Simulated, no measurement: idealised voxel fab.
Proc. module: voxel double patterning
Section cut is 180 nm wide and gridded with 5 nm square cells.
This document writes a cross-section as a grid whose cells are square, and gives it as bands, listed from the top down; one or more rows of cells form a band.
Per band: top height and bottom height in nm, followed by the left-to-right materials and their widths in nm; "all across" marks a single material spanning edge to edge, "blank" marks empty space.
Convention: height 0 is the level below which the wafer, as received, is all one material. The lowest band does not terminate at the bottom but continues downward, represented as "z 0 and below".
Top row gets the first number, bottom row gets the second, and each row in between changes by the same step: that is how a band width like "30->40" works.
Where a step carries "nothing changed", the cross-section came out of it unchanged, cell for cell.
If an empty space has no open way to the top and is at least 8 cells in size, "Fully enclosed voids" lists it, written width x height at distance, where distance is measured from the left edge and every value is in nm.
Heads up: the bit after the settings on a step's line is the simulator's remark on that step.
overlay nm: mask right of planned place by this much (step with mask). Neg. = left.

## Process steps foreseen in the plan
1 RECEIVE [material Si]
2 CONFORMAL_DEP [material SiO2] [thk nm 10]
3 DIRECTIONAL_DEP [material polySi] [thk nm 10]
4 DIRECTIONAL_DEP [material SiN] [thk nm 10]
5 MASKED_ETCH [tone open] [mask id FIRST] [width nm 15] [pitch nm 50] [etch materials SiN] [depth nm 10] [overlay nm 0]
6 DIRECTIONAL_DEP [material aC] [thk nm 15]
7 PATTERN [tone open] [mask id SECOND] [material resist] [width nm 15] [thk nm 35] [overlay nm 0]
8 DIRECTIONAL_ETCH [etch materials aC] [depth nm 15]
9 STRIP [etch materials resist]
10 DIRECTIONAL_ETCH [etch materials SiN] [depth nm 10]
11 STRIP [etch materials aC]
12 DIRECTIONAL_ETCH [etch materials polySi] [depth nm 10]
13 STRIP [etch materials SiN]

## First out of two wafers; run went to plan

## Cross-section: wafer on arrival = after step 1
  z 0 and below: Si all across
  Fully enclosed voids: none

## Cross-sectional representation of the wafer at the conclusion of step 2
  z 10 to 0: SiO2 all across
  below 0: unchanged

## Cross-sectional representation of the wafer at the conclusion of step 3
  z 20 to 10: polySi all across
  below 10: unchanged

## Cross-sectional representation of the wafer at the conclusion of step 4
  z 30 to 20: SiN all across
  below 20: unchanged

## Cross-sectional representation of the wafer at the conclusion of step 5
  z 30 to 20: SiN 55 nm, blank 15 nm, SiN 35 nm, blank 15 nm, SiN 60 nm
  below 20: unchanged

## Cross-sectional representation of the wafer at the conclusion of step 6
  z 45 to 35: aC 55 nm, blank 15 nm, aC 35 nm, blank 15 nm, aC 60 nm
  z 35 to 30: aC all across
  z 30 to 20: SiN 55 nm, aC 15 nm, SiN 35 nm, aC 15 nm, SiN 60 nm
  below 20: unchanged

## Cross-sectional representation of the wafer at the conclusion of step 7
  z 80 to 45: resist 80 nm, blank 15 nm, resist 85 nm
  z 45 to 35: aC 55 nm, resist 15 nm, aC 35 nm, resist 15 nm, aC 60 nm
  below 35: unchanged

## Cross-sectional representation of the wafer at the conclusion of step 8
  z 65 to 45: resist 80 nm, blank 15 nm, resist 85 nm
  z 45 to 35: aC 55 nm, resist 15 nm, aC 10 nm, blank 15 nm, aC 10 nm, resist 15 nm, aC 60 nm
  z 35 to 30: aC 80 nm, blank 15 nm, aC 85 nm
  below 30: unchanged

## Cross-sectional representation of the wafer at the conclusion of step 9
  z 45 to 35: aC 55 nm, blank 15 nm, aC 10 nm, blank 15 nm, aC 10 nm, blank 15 nm, aC 60 nm
  below 35: unchanged

## Cross-sectional representation of the wafer at the conclusion of step 10
  z 45 to 35: aC 55 nm, blank 15 nm, aC 10 nm, blank 15 nm, aC 10 nm, blank 15 nm, aC 60 nm
  z 35 to 30: aC 80 nm, blank 15 nm, aC 85 nm
  z 30 to 20: SiN 55 nm, aC 15 nm, SiN 10 nm, blank 15 nm, SiN 10 nm, aC 15 nm, SiN 60 nm
  below 20: unchanged

## Cross-sectional representation of the wafer at the conclusion of step 11
  z 30 to 20: SiN 55 nm, blank 15 nm, SiN 10 nm, blank 15 nm, SiN 10 nm, blank 15 nm, SiN 60 nm
  below 20: unchanged

## Cross-sectional representation of the wafer at the conclusion of step 12
  z 30 to 20: SiN 55 nm, blank 15 nm, SiN 10 nm, blank 15 nm, SiN 10 nm, blank 15 nm, SiN 60 nm
  z 20 to 10: polySi 55 nm, blank 15 nm, polySi 10 nm, blank 15 nm, polySi 10 nm, blank 15 nm, polySi 60 nm
  below 10: unchanged

## Cross-sectional representation of the wafer at the conclusion of step 13
  z 20 to 10: polySi 55 nm, blank 15 nm, polySi 10 nm, blank 15 nm, polySi 10 nm, blank 15 nm, polySi 60 nm
  below 10: unchanged

## The remaining wafer, second of the two, started like the first and was run to the same plan, except that one mistake was made along the way; the two coincide through step 1, inclusive

## Second wafer cross-section, taken as of the time the plan sets for step 2 to be done
  z 10 to 0: polySi all across
  below 0: unchanged

## Second wafer cross-section, taken as of the time the plan sets for step 3 to be done
  z 20 to 10: SiO2 all across
  below 10: unchanged

## Second wafer cross-section, taken as of the time the plan sets for step 4 to be done
  z 30 to 20: SiN all across
  below 20: unchanged

## Second wafer cross-section, taken as of the time the plan sets for step 5 to be done
  z 30 to 20: SiN 55 nm, blank 15 nm, SiN 35 nm, blank 15 nm, SiN 60 nm
  below 20: unchanged

## Second wafer cross-section, taken as of the time the plan sets for step 6 to be done
  z 45 to 35: aC 55 nm, blank 15 nm, aC 35 nm, blank 15 nm, aC 60 nm
  z 35 to 30: aC all across
  z 30 to 20: SiN 55 nm, aC 15 nm, SiN 35 nm, aC 15 nm, SiN 60 nm
  below 20: unchanged

## Second wafer cross-section, taken as of the time the plan sets for step 7 to be done
  z 80 to 45: resist 80 nm, blank 15 nm, resist 85 nm
  z 45 to 35: aC 55 nm, resist 15 nm, aC 35 nm, resist 15 nm, aC 60 nm
  below 35: unchanged

## Second wafer cross-section, taken as of the time the plan sets for step 8 to be done
  z 65 to 45: resist 80 nm, blank 15 nm, resist 85 nm
  z 45 to 35: aC 55 nm, resist 15 nm, aC 10 nm, blank 15 nm, aC 10 nm, resist 15 nm, aC 60 nm
  z 35 to 30: aC 80 nm, blank 15 nm, aC 85 nm
  below 30: unchanged

## Second wafer cross-section, taken as of the time the plan sets for step 9 to be done
  z 45 to 35: aC 55 nm, blank 15 nm, aC 10 nm, blank 15 nm, aC 10 nm, blank 15 nm, aC 60 nm
  below 35: unchanged

## Second wafer cross-section, taken as of the time the plan sets for step 10 to be done
  z 45 to 35: aC 55 nm, blank 15 nm, aC 10 nm, blank 15 nm, aC 10 nm, blank 15 nm, aC 60 nm
  z 35 to 30: aC 80 nm, blank 15 nm, aC 85 nm
  z 30 to 20: SiN 55 nm, aC 15 nm, SiN 10 nm, blank 15 nm, SiN 10 nm, aC 15 nm, SiN 60 nm
  below 20: unchanged

## Second wafer cross-section, taken as of the time the plan sets for step 11 to be done
  z 30 to 20: SiN 55 nm, blank 15 nm, SiN 10 nm, blank 15 nm, SiN 10 nm, blank 15 nm, SiN 60 nm
  below 20: unchanged

Second wafer cross-section, taken as of the time the plan sets for step 12 to be done: nothing changed

## Second wafer cross-section, taken as of the time the plan sets for step 13 to be done
  z 20 to 10: SiO2 all across
  below 10: unchanged
Deviation from plan: it was found that steps 2 and 3 of the process plan had been performed in exchanged positions
The second wafer ends with more or fewer cells of some materials than the first, per final count: polySi +18
